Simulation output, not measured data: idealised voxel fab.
A process module follows: voxel wiring stack.
This is section cut - it's 265 nm across, gridded in 5 nm square cells.
Format of a cross-section: grid, square cells. Given as bands. Order: top down. Band: one or more rows of cells. A band entry consists of two parts. The first gives the height of the band's top and the height of its bottom, in nm. The rest lists the band's materials from left to right, each with its width in nm. A single material labelled with the word "full width" fills the band from edge to edge, and the word "blank" marks empty space. The level at which height equals 0 is the one under which the wafer, as it arrives, is entirely one material. No lower edge exists for the bottom band, which continues downward and is notated as in "z 0 and below". Think of "30 to 40" as a width that walks from the first number to the second as you go down the band, top row to bottom row, taking equal-sized steps from row to row. Step marked "remained unchanged"? Then no cell in the cross-section changed in it. Entry "Closed voids list" = empty spaces >= 8 cells with no open way to the top; each as width x height at distance, distance from left edge, all nm. That trailing text on a step's line, after the settings, is the simulator's own remark on the step. overlay nm: mask right of planned place by this much (step with mask). Neg. = left.

### Listed below are the process steps as planned
- 1: RECEIVE [material Si]
- 2: CONFORMAL_DEP [material SiO2] [thk nm 10]
- 3: CONFORMAL_DEP [material SiN] [thk nm 5]
- 4: DIRECTIONAL_DEP [material lowk] [thk nm 15]
- 5: PATTERN [tone open] [mask id METAL_1] [material resist] [width nm 30] [pitch nm 60] [thk nm 20] [overlay nm 0]
- 6: DIRECTIONAL_ETCH [etch materials lowk] [depth nm 15]
- 7: DIRECTIONAL_ETCH [etch materials SiN] [depth nm 5]
- 8: STRIP [etch materials resist]
- 9: CONFORMAL_DEP [material TiN] [thk nm 5]
- 10: FILL_DEP [material Cu] [thk nm 10]
- 11: CMP [height nm 30]
- 12: CONFORMAL_DEP [material SiCN] [thk nm 5]
- 13: DIRECTIONAL_DEP [material lowk] [thk nm 25]
- 14: DIRECTIONAL_DEP [material aC] [thk nm 10]
- 15: PATTERN [tone open] [mask id METAL_2] [material resist] [width nm 30] [pitch nm 60] [thk nm 30] [overlay nm 0]
- 16: DIRECTIONAL_ETCH [etch materials aC] [depth nm 10]
- 17: STRIP [etch materials resist]
- 18: DIRECTIONAL_ETCH [etch materials lowk] [depth nm 15]
- 19: STRIP [etch materials aC]
- 20: DIRECTIONAL_DEP [material aC] [thk nm 10]
- 21: PATTERN [tone open] [mask id METAL_2_HOLES] [material resist] [width nm 15] [thk nm 30] [overlay nm 0]
- 22: DIRECTIONAL_ETCH [etch materials aC] [depth nm 10]
- 23: STRIP [etch materials resist]
- 24: DIRECTIONAL_ETCH [etch materials lowk] [depth nm 10]
- 25: DIRECTIONAL_ETCH [etch materials SiCN] [depth nm 5]
- 26: STRIP [etch materials aC]
- 27: CONFORMAL_DEP [material TiN] [thk nm 5]
- 28: FILL_DEP [material Cu] [thk nm 5]
- 29: CMP [height nm 60]
- 30: CONFORMAL_DEP [material SiN] [thk nm 5]

### Account of the first of two wafers, which was processed as intended

### Shown in cross-section is the wafer as received, that is, as it stands after step 1
  z 0 and below  Si full width
  Closed voids list: none

### after step 2
  z 10 to 0  SiO2 full width
  Below 0, no change.

### after step 3
  z 15 to 10  SiN full width
  Below 10, no change.

### after step 4
  z 30 to 15  lowk full width
  Below 15, no change.

### after step 5
  z 50 to 30  resist 85 | blank 30 | resist 30 | blank 30 | resist 90
  Below 30, no change.

### after step 6
  z 50 to 30  resist 85 | blank 30 | resist 30 | blank 30 | resist 90
  z 30 to 15  lowk 85 | blank 30 | lowk 30 | blank 30 | lowk 90
  Below 15, no change.

### after step 7
  z 50 to 30  resist 85 | blank 30 | resist 30 | blank 30 | resist 90
  z 30 to 15  lowk 85 | blank 30 | lowk 30 | blank 30 | lowk 90
  z 15 to 10  SiN 85 | blank 30 | SiN 30 | blank 30 | SiN 90
  Below 10, no change.

### after step 8
  z 30 to 15  lowk 85 | blank 30 | lowk 30 | blank 30 | lowk 90
  Below 15, no change.

### after step 9
  z 35 to 30  TiN 90 | blank 20 | TiN 40 | blank 20 | TiN 95
  z 30 to 15  lowk 85 | TiN 5 | blank 20 | TiN 5 | lowk 30 | TiN 5 | blank 20 | TiN 5 | lowk 90
  z 15 to 10  SiN 85 | TiN 30 | SiN 30 | TiN 30 | SiN 90
  Below 10, no change.

### after step 10
  z 45 to 35  Cu full width
  z 35 to 30  TiN 90 | Cu 20 | TiN 40 | Cu 20 | TiN 95
  z 30 to 15  lowk 85 | TiN 5 | Cu 20 | TiN 5 | lowk 30 | TiN 5 | Cu 20 | TiN 5 | lowk 90
  Below 15, no change.

### after step 11
  z 30 to 15  lowk 85 | TiN 5 | Cu 20 | TiN 5 | lowk 30 | TiN 5 | Cu 20 | TiN 5 | lowk 90
  Below 15, no change.

### after step 12
  z 35 to 30  SiCN full width
  Below 30, no change.

### after step 13
  z 60 to 35  lowk full width
  Below 35, no change.

### after step 14
  z 70 to 60  aC full width
  Below 60, no change.

### after step 15
  z 100 to 70  resist 85 | blank 30 | resist 30 | blank 30 | resist 90
  Below 70, no change.

### after step 16
  z 90 to 70  resist 85 | blank 30 | resist 30 | blank 30 | resist 90
  z 70 to 60  aC 85 | blank 30 | aC 30 | blank 30 | aC 90
  Below 60, no change.

### after step 17
  z 70 to 60  aC 85 | blank 30 | aC 30 | blank 30 | aC 90
  Below 60, no change.

### after step 18
  z 70 to 60  aC 85 | blank 30 | aC 30 | blank 30 | aC 90
  z 60 to 45  lowk 85 | blank 30 | lowk 30 | blank 30 | lowk 90
  Below 45, no change.

### after step 19
  z 60 to 45  lowk 85 | blank 30 | lowk 30 | blank 30 | lowk 90
  Below 45, no change.

### after step 20
  z 70 to 60  aC 85 | blank 30 | aC 30 | blank 30 | aC 90
  z 60 to 55  lowk 85 | blank 30 | lowk 30 | blank 30 | lowk 90
  z 55 to 45  lowk 85 | aC 30 | lowk 30 | aC 30 | lowk 90
  Below 45, no change.

### after step 21
  z 100 to 70  resist 85 | blank 15 | resist 165
  z 70 to 60  aC 85 | blank 15 | resist 15 | aC 30 | resist 30 | aC 90
  z 60 to 55  lowk 85 | blank 15 | resist 15 | lowk 30 | resist 30 | lowk 90
  Below 55, no change.

### after step 22
  z 90 to 70  resist 85 | blank 15 | resist 165
  z 70 to 60  aC 85 | blank 15 | resist 15 | aC 30 | resist 30 | aC 90
  z 60 to 55  lowk 85 | blank 15 | resist 15 | lowk 30 | resist 30 | lowk 90
  z 55 to 45  lowk 85 | blank 15 | aC 15 | lowk 30 | aC 30 | lowk 90
  Below 45, no change.

### after step 23
  z 70 to 60  aC 85 | blank 30 | aC 30 | blank 30 | aC 90
  z 60 to 55  lowk 85 | blank 30 | lowk 30 | blank 30 | lowk 90
  Below 55, no change.

### after step 24
  z 70 to 60  aC 85 | blank 30 | aC 30 | blank 30 | aC 90
  z 60 to 55  lowk 85 | blank 30 | lowk 30 | blank 30 | lowk 90
  z 55 to 45  lowk 85 | blank 15 | aC 15 | lowk 30 | aC 30 | lowk 90
  z 45 to 35  lowk 85 | blank 15 | lowk 165
  Below 35, no change.

### after step 25
  z 70 to 60  aC 85 | blank 30 | aC 30 | blank 30 | aC 90
  z 60 to 55  lowk 85 | blank 30 | lowk 30 | blank 30 | lowk 90
  z 55 to 45  lowk 85 | blank 15 | aC 15 | lowk 30 | aC 30 | lowk 90
  z 45 to 35  lowk 85 | blank 15 | lowk 165
  z 35 to 30  SiCN 85 | blank 15 | SiCN 165
  Below 30, no change.

### after step 26
  z 60 to 45  lowk 85 | blank 30 | lowk 30 | blank 30 | lowk 90
  Below 45, no change.

### after step 27
  z 65 to 60  TiN 90 | blank 20 | TiN 40 | blank 20 | TiN 95
  z 60 to 50  lowk 85 | TiN 5 | blank 20 | TiN 5 | lowk 30 | TiN 5 | blank 20 | TiN 5 | lowk 90
  z 50 to 45  lowk 85 | TiN 5 | blank 5 | TiN 20 | lowk 30 | TiN 30 | lowk 90
  z 45 to 35  lowk 85 | TiN 5 | blank 5 | TiN 5 | lowk 165
  z 35 to 30  SiCN 85 | TiN 15 | SiCN 165
  Below 30, no change.

### after step 28
  z 70 to 65  Cu full width
  z 65 to 60  TiN 90 | Cu 20 | TiN 40 | Cu 20 | TiN 95
  z 60 to 50  lowk 85 | TiN 5 | Cu 20 | TiN 5 | lowk 30 | TiN 5 | Cu 20 | TiN 5 | lowk 90
  z 50 to 45  lowk 85 | TiN 5 | Cu 5 | TiN 20 | lowk 30 | TiN 30 | lowk 90
  z 45 to 35  lowk 85 | TiN 5 | Cu 5 | TiN 5 | lowk 165
  Below 35, no change.

### after step 29
  z 60 to 50  lowk 85 | TiN 5 | Cu 20 | TiN 5 | lowk 30 | TiN 5 | Cu 20 | TiN 5 | lowk 90
  Below 50, no change.

### after step 30
  z 65 to 60  SiN full width
  Below 60, no change.

### Okay, second wafer. Nothing different at the start, nothing different in the plan, just one mistake somewhere in the running. As far as step 14, counting that step, it's the first wafer all over again

### Look at the second wafer in cross-section at the time step 15 ought to have finished
  z 100 to 70  resist 85 | blank 35 | resist 25 | blank 35 | resist 85
  Below 70, no change.

### Look at the second wafer in cross-section at the time step 16 ought to have finished
  z 90 to 70  resist 85 | blank 35 | resist 25 | blank 35 | resist 85
  z 70 to 60  aC 85 | blank 35 | aC 25 | blank 35 | aC 85
  Below 60, no change.

### Look at the second wafer in cross-section at the time step 17 ought to have finished
  z 70 to 60  aC 85 | blank 35 | aC 25 | blank 35 | aC 85
  Below 60, no change.

### Look at the second wafer in cross-section at the time step 18 ought to have finished
  z 70 to 60  aC 85 | blank 35 | aC 25 | blank 35 | aC 85
  z 60 to 45  lowk 85 | blank 35 | lowk 25 | blank 35 | lowk 85
  Below 45, no change.

### Look at the second wafer in cross-section at the time step 19 ought to have finished
  z 60 to 45  lowk 85 | blank 35 | lowk 25 | blank 35 | lowk 85
  Below 45, no change.

### Look at the second wafer in cross-section at the time step 20 ought to have finished
  z 70 to 60  aC 85 | blank 35 | aC 25 | blank 35 | aC 85
  z 60 to 55  lowk 85 | blank 35 | lowk 25 | blank 35 | lowk 85
  z 55 to 45  lowk 85 | aC 35 | lowk 25 | aC 35 | lowk 85
  Below 45, no change.

### Look at the second wafer in cross-section at the time step 21 ought to have finished
  z 100 to 70  resist 85 | blank 15 | resist 165
  z 70 to 60  aC 85 | blank 15 | resist 20 | aC 25 | resist 35 | aC 85
  z 60 to 55  lowk 85 | blank 15 | resist 20 | lowk 25 | resist 35 | lowk 85
  Below 55, no change.

### Look at the second wafer in cross-section at the time step 22 ought to have finished
  z 90 to 70  resist 85 | blank 15 | resist 165
  z 70 to 60  aC 85 | blank 15 | resist 20 | aC 25 | resist 35 | aC 85
  z 60 to 55  lowk 85 | blank 15 | resist 20 | lowk 25 | resist 35 | lowk 85
  z 55 to 45  lowk 85 | blank 15 | aC 20 | lowk 25 | aC 35 | lowk 85
  Below 45, no change.

### Look at the second wafer in cross-section at the time step 23 ought to have finished
  z 70 to 60  aC 85 | blank 35 | aC 25 | blank 35 | aC 85
  z 60 to 55  lowk 85 | blank 35 | lowk 25 | blank 35 | lowk 85
  Below 55, no change.

### Look at the second wafer in cross-section at the time step 24 ought to have finished
  z 70 to 60  aC 85 | blank 35 | aC 25 | blank 35 | aC 85
  z 60 to 55  lowk 85 | blank 35 | lowk 25 | blank 35 | lowk 85
  z 55 to 45  lowk 85 | blank 15 | aC 20 | lowk 25 | aC 35 | lowk 85
  z 45 to 35  lowk 85 | blank 15 | lowk 165
  Below 35, no change.

### Look at the second wafer in cross-section at the time step 25 ought to have finished
  z 70 to 60  aC 85 | blank 35 | aC 25 | blank 35 | aC 85
  z 60 to 55  lowk 85 | blank 35 | lowk 25 | blank 35 | lowk 85
  z 55 to 45  lowk 85 | blank 15 | aC 20 | lowk 25 | aC 35 | lowk 85
  z 45 to 35  lowk 85 | blank 15 | lowk 165
  z 35 to 30  SiCN 85 | blank 15 | SiCN 165
  Below 30, no change.

### Look at the second wafer in cross-section at the time step 26 ought to have finished
  z 60 to 45  lowk 85 | blank 35 | lowk 25 | blank 35 | lowk 85
  Below 45, no change.

### Look at the second wafer in cross-section at the time step 27 ought to have finished
  z 65 to 60  TiN 90 | blank 25 | TiN 35 | blank 25 | TiN 90
  z 60 to 50  lowk 85 | TiN 5 | blank 25 | TiN 5 | lowk 25 | TiN 5 | blank 25 | TiN 5 | lowk 85
  z 50 to 45  lowk 85 | TiN 5 | blank 5 | TiN 25 | lowk 25 | TiN 35 | lowk 85
  z 45 to 35  lowk 85 | TiN 5 | blank 5 | TiN 5 | lowk 165
  z 35 to 30  SiCN 85 | TiN 15 | SiCN 165
  Below 30, no change.

### Look at the second wafer in cross-section at the time step 28 ought to have finished
  z 70 to 65  Cu full width
  z 65 to 60  TiN 90 | Cu 25 | TiN 35 | Cu 25 | TiN 90
  z 60 to 50  lowk 85 | TiN 5 | Cu 25 | TiN 5 | lowk 25 | TiN 5 | Cu 25 | TiN 5 | lowk 85
  z 50 to 45  lowk 85 | TiN 5 | Cu 5 | TiN 25 | lowk 25 | TiN 35 | lowk 85
  z 45 to 35  lowk 85 | TiN 5 | Cu 5 | TiN 5 | lowk 165
  Below 35, no change.

### Look at the second wafer in cross-section at the time step 29 ought to have finished
  z 60 to 50  lowk 85 | TiN 5 | Cu 25 | TiN 5 | lowk 25 | TiN 5 | Cu 25 | TiN 5 | lowk 85
  Below 50, no change.

### Look at the second wafer in cross-section at the time step 30 ought to have finished
  z 65 to 60  SiN full width
  Below 60, no change.
Deviation from plan: note that step 15 departed from the planned setting and was carried out as PATTERN [tone open] [mask id METAL_2] [material resist] [width nm 35] [pitch nm 60] [thk nm 30] [overlay nm 0]
Wafer comparison, final, in cells, second relative to first, materials more or fewer: Cu +4; TiN +2; lowk -6
